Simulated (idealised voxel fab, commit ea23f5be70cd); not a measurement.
process module | voxel transistor to metal
cross-section cut | 175 nm wide | cells 5 nm
A cross-section is a grid of square cells, given in bands from the top down. A band is one or more rows of cells.
Each band's line starts with the height of the band's top and of its bottom, in nm. Then come its materials from left to right, each with its width in nm. One material with "throughout" fills the band from edge to edge. "air" is empty space.
Height 0 is the level under which the wafer as received is all one material. The lowest band goes on downwards, as in "0 down".
A width such as "30 to 40" changes by the same amount from each row of cells to the next, from the band's top row to its bottom row.
"no change" after a step means that no cell of the cross-section changed.
closed voids: empty space of 8 cells or more with no open way to the top, each as width x height at its distance from the left edge, in nm
after a step's settings: what the simulator itself notes on the step
overlay nm, on a step with a mask: how far to the right of its planned place the mask lay; to the left if negative
plan
1 op RECEIVE | material Si
2 op OXIDIZE | depth nm 5
3 op CONFORMAL_DEP | material SiN | thk nm 15
4 op MASKED_ETCH | tone cover | mask id ACTIVE | width nm 125 | etch materials SiN | depth nm 15 | overlay nm 0
5 op MASKED_ETCH | tone cover | mask id ACTIVE | width nm 125 | etch materials SiO2 | depth nm 5 | overlay nm 0
6 op MASKED_ETCH | tone cover | mask id ACTIVE | width nm 125 | etch materials Si | depth nm 20 | overlay nm 0
7 op OXIDIZE | depth nm 5
8 op FILL_DEP | material SiO2 | thk nm 5
9 op CMP | height nm 15
10 op SELECTIVE_ETCH | etch materials SiO2 | depth nm 10
11 op STRIP | etch materials SiN
12 op SELECTIVE_ETCH | etch materials SiO2 | depth nm 5
13 op OXIDIZE | depth nm 5
14 op DIRECTIONAL_DEP | material polySi | thk nm 30
15 op DIRECTIONAL_DEP | material SiCN | thk nm 15
16 op MASKED_ETCH | tone cover | mask id GATE | width nm 25 | etch materials SiCN | depth nm 25 | overlay nm 0
17 op MASKED_ETCH | tone cover | mask id GATE | width nm 25 | etch materials polySi | depth nm 40 | overlay nm 0
18 op CONFORMAL_DEP | material SiN | thk nm 5
19 op DIRECTIONAL_ETCH | etch materials SiN | depth nm 5
20 op DIRECTIONAL_ETCH | etch materials SiO2 | depth nm 5
21 op DIRECTIONAL_ETCH | etch materials Si | depth nm 10
22 op EPI | material nSi | thk nm 15
23 op FILL_DEP | material SiO2 | thk nm 5
24 op CMP | height nm 25
25 op STRIP | etch materials polySi
26 op SELECTIVE_ETCH | etch materials SiO2 | depth nm 5
27 op CONFORMAL_DEP | material HfO2 | thk nm 5
28 op CONFORMAL_DEP | material TiN | thk nm 5
29 op FILL_DEP | material W | thk nm 5
30 op CMP | height nm 20
31 op DIRECTIONAL_DEP | material SiO2 | thk nm 15
32 op DIRECTIONAL_DEP | material aC | thk nm 10
33 op PATTERN | tone open | mask id CONTACT | material resist | width nm 20 | pitch nm 85 | thk nm 30 | overlay nm 0
34 op DIRECTIONAL_ETCH | etch materials aC | depth nm 5
35 op STRIP | etch materials resist
36 op DIRECTIONAL_ETCH | etch materials SiO2 | depth nm 40
37 op STRIP | etch materials aC
38 op CONFORMAL_DEP | material TiN | thk nm 5
39 op FILL_DEP | material W | thk nm 5
40 op CMP | height nm 35
41 op DIRECTIONAL_DEP | material TiN | thk nm 5
42 op DIRECTIONAL_DEP | material Ru | thk nm 15
43 op MASKED_ETCH | tone cover | mask id METAL_1 | width nm 20 | pitch nm 85 | etch materials Ru | depth nm 15 | overlay nm 0
44 op MASKED_ETCH | tone cover | mask id METAL_1 | width nm 20 | pitch nm 85 | etch materials TiN | depth nm 5 | overlay nm 0
45 op FILL_DEP | material SiO2 | thk nm 10
46 op CMP | height nm 55
47 op CONFORMAL_DEP | material SiCN | thk nm 5
48 op DIRECTIONAL_DEP | material SiO2 | thk nm 25
49 op MASKED_ETCH | tone open | mask id METAL_2_HOLES | width nm 15 | pitch nm 85 | etch materials SiO2 | depth nm 25 | overlay nm 0
50 op DIRECTIONAL_DEP | material aC | thk nm 15
51 op PATTERN | tone open | mask id METAL_2 | material resist | width nm 20 | pitch nm 85 | thk nm 35 | overlay nm 0
52 op DIRECTIONAL_ETCH | etch materials aC | depth nm 15
53 op STRIP | etch materials resist
54 op DIRECTIONAL_ETCH | etch materials SiO2 | depth nm 15
55 op DIRECTIONAL_ETCH | etch materials SiCN | depth nm 5
56 op STRIP | etch materials aC
57 op CONFORMAL_DEP | material TiN | thk nm 5
58 op FILL_DEP | material Ru | thk nm 5
59 op CMP | height nm 85
60 op CONFORMAL_DEP | material SiCN | thk nm 5
varied across the wafers: depth nm of step 34. The plan shows the first wafer's value. All wafers start alike
first wafer as received, after step 1
  0 down: Si throughout
  closed voids: none
first wafer at the end, after step 60
  90 to 85: SiCN throughout
  85 to 75: SiO2 35 | TiN 5 | Ru 10 | TiN 5 | SiO2 65 | TiN 5 | Ru 10 | TiN 5 | SiO2 35
  75 to 70: SiO2 35 | TiN 5 | Ru 5 | TiN 10 | SiO2 65 | TiN 5 | Ru 5 | TiN 10 | SiO2 35
  70 to 60: SiO2 35 | TiN 5 | Ru 5 | TiN 5 | SiO2 70 | TiN 5 | Ru 5 | TiN 5 | SiO2 40
  60 to 55: SiCN 35 | TiN 15 | SiCN 70 | TiN 15 | SiCN 40
  55 to 40: SiO2 35 | Ru 20 | SiO2 65 | Ru 20 | SiO2 35
  40 to 35: SiO2 35 | TiN 20 | SiO2 65 | TiN 20 | SiO2 35
  35 to 20: SiO2 throughout
  20 to 5: SiO2 70 | SiN 5 | HfO2 5 | TiN 5 | W 5 | TiN 5 | HfO2 5 | SiN 5 | SiO2 70
  5 to 0: SiO2 55 | nSi 15 | SiN 5 | HfO2 5 | TiN 5 | W 5 | TiN 5 | HfO2 5 | SiN 5 | nSi 15 | SiO2 55
  0 to -5: SiO2 20 | SiN 5 | SiO2 30 | nSi 15 | SiN 5 | HfO2 5 | TiN 15 | HfO2 5 | SiN 5 | nSi 15 | SiO2 30 | SiN 5 | SiO2 20
  -5 to -10: SiO2 25 | nSi 45 | HfO2 35 | nSi 45 | SiO2 25
  -10 to -20: SiO2 30 | nSi 40 | Si 35 | nSi 40 | SiO2 30
  -20 to -30: SiO2 30 | Si 115 | SiO2 30
  -30 down: Si throughout
  closed voids: none
last wafer at the end
  90 to 85: SiCN throughout
  85 to 75: SiO2 35 | TiN 5 | Ru 10 | TiN 5 | SiO2 65 | TiN 5 | Ru 10 | TiN 5 | SiO2 35
  75 to 70: SiO2 35 | TiN 5 | Ru 5 | TiN 10 | SiO2 65 | TiN 5 | Ru 5 | TiN 10 | SiO2 35
  70 to 60: SiO2 35 | TiN 5 | Ru 5 | TiN 5 | SiO2 70 | TiN 5 | Ru 5 | TiN 5 | SiO2 40
  60 to 55: SiCN 35 | TiN 15 | SiCN 70 | TiN 15 | SiCN 40
  55 to 40: SiO2 35 | Ru 20 | SiO2 65 | Ru 20 | SiO2 35
  40 to 35: SiO2 35 | TiN 20 | SiO2 65 | TiN 20 | SiO2 35
  35 to 20: SiO2 35 | TiN 5 | W 10 | TiN 5 | SiO2 65 | TiN 5 | W 10 | TiN 5 | SiO2 35
  20 to 5: SiO2 35 | TiN 5 | W 10 | TiN 5 | SiO2 15 | SiN 5 | HfO2 5 | TiN 5 | W 5 | TiN 5 | HfO2 5 | SiN 5 | SiO2 15 | TiN 5 | W 10 | TiN 5 | SiO2 35
  5 to 0: SiO2 35 | TiN 5 | W 10 | TiN 5 | nSi 15 | SiN 5 | HfO2 5 | TiN 5 | W 5 | TiN 5 | HfO2 5 | SiN 5 | nSi 15 | TiN 5 | W 10 | TiN 5 | SiO2 35
  0 to -5: SiO2 20 | SiN 5 | SiO2 10 | TiN 20 | nSi 15 | SiN 5 | HfO2 5 | TiN 15 | HfO2 5 | SiN 5 | nSi 15 | TiN 20 | SiO2 10 | SiN 5 | SiO2 20
  -5 to -10: SiO2 25 | nSi 45 | HfO2 35 | nSi 45 | SiO2 25
  -10 to -20: SiO2 30 | nSi 40 | Si 35 | nSi 40 | SiO2 30
  -20 to -30: SiO2 30 | Si 115 | SiO2 30
  -30 down: Si throughout
  closed voids: none
each wafer at the end: cells of each material gained (+) or lost (-) since it was received, then its closed voids
depth nm 5 | +17 HfO2 | +38 Ru | -150 Si | +64 SiCN | +12 SiN | +536 SiO2 | +47 TiN | +4 W | +62 nSi | closed voids: none
depth nm 10 | +17 HfO2 | +38 Ru | -150 Si | +64 SiCN | +12 SiN | +472 SiO2 | +83 TiN | +32 W | +62 nSi | closed voids: none
depth nm 15 | +17 HfO2 | +38 Ru | -150 Si | +64 SiCN | +12 SiN | +472 SiO2 | +83 TiN | +32 W | +62 nSi | closed voids: none
depth nm 20 | +17 HfO2 | +38 Ru | -150 Si | +64 SiCN | +12 SiN | +472 SiO2 | +83 TiN | +32 W | +62 nSi | closed voids: none
depth nm 25 | +17 HfO2 | +38 Ru | -150 Si | +64 SiCN | +12 SiN | +472 SiO2 | +83 TiN | +32 W | +62 nSi | closed voids: none
